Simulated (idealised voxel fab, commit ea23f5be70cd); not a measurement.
Module name: voxel fin reveal (process module)
Displayed cross-section: cut, width of 185 nm, square cells sized 5 nm.
A cross-section in this document is a grid of square cells, and it is written down as bands, the top band listed before the ones below it; a band is made up of one or more rows of cells. Heads up on the band format: heights come first, top then bottom, in nm. After that it's the materials left to right, each with its width in nm. A single material flagged "throughout" fills the whole band edge to edge, and "air" means there's empty space there. Measure heights from 0. That's the level where, below it, the as-received wafer is all one material. The lowest band is bottomless and extends downward; write it as in "top 0, no bottom". Think of "30..40" as a width that walks from the first number to the second as you go down the band, top row to bottom row, taking equal-sized steps from row to row. For the purposes of this document, the phrase "no modification" attached to a step denotes that no cell within the cross-section was modified by that step. "Closed cavities": sealed empty spaces, 8 cells or more, no open way to top, listed width x height at distance, with distance from the left edge and width, height and distance in nm. Note: text after step settings on the step line = simulator remark on that step. The line of a step may include "overlay nm". On a step with a mask, this value is how far to the right of its planned place the mask lay. A negative value means the mask lay to the left.

### Listed below are the process steps as planned
| 1 | RECEIVE [material Si] |
| 2 | CONFORMAL_DEP [material SiN] [thk nm 10] |
| 3 | MASKED_ETCH [tone cover] [mask id FINS] [width nm 15] [pitch nm 35] [etch materials SiN] [depth nm 10] [overlay nm 0] |
| 4 | MASKED_ETCH [tone cover] [mask id FINS] [width nm 15] [pitch nm 35] [etch materials Si] [depth nm 40] [overlay nm 0] |
| 5 | FILL_DEP [material SiO2] [thk nm 5] |
| 6 | CMP [height nm 10] |
| 7 | SELECTIVE_ETCH [etch materials SiO2] [depth nm 30] |
| 8 | STRIP [etch materials SiN] |
| 9 | CONFORMAL_DEP [material HfO2] [thk nm 5] |

### Received-state cross-section, reflecting completion of step 1
- top 0, no bottom: Si throughout
- Closed cavities: none

### Cross-section at module end, one run error; start and plan unchanged from above
- top 5, bottom 0: 60 nm air, 25 nm HfO2, 10 nm air, 25 nm HfO2, 65 nm air
- top 0, bottom -15: 60 nm air, 5 nm HfO2, 15 nm Si, 5 nm HfO2, 10 nm air, 5 nm HfO2, 15 nm Si, 5 nm HfO2, 65 nm air
- top -15, bottom -20: 40 nm HfO2, 20 nm air, 5 nm HfO2, 15 nm Si, 5 nm HfO2, 10 nm air, 5 nm HfO2, 15 nm Si, 5 nm HfO2, 20 nm air, 45 nm HfO2
- top -20, bottom -25: 35 nm SiO2, 5 nm HfO2, 20 nm air, 5 nm HfO2, 15 nm Si, 5 nm HfO2, 10 nm air, 5 nm HfO2, 15 nm Si, 5 nm HfO2, 20 nm air, 5 nm HfO2, 40 nm SiO2
- top -25, bottom -30: 35 nm SiO2, 30 nm HfO2, 15 nm Si, 20 nm HfO2, 15 nm Si, 30 nm HfO2, 40 nm SiO2
- top -30, bottom -40: 65 nm SiO2, 15 nm Si, 20 nm SiO2, 15 nm Si, 70 nm SiO2
- top -40, no bottom: Si throughout
- Closed cavities: none
In executing the process, a mistake was made relative to the plan: it was found that steps 7 and 8 of the process plan had been performed in exchanged positions
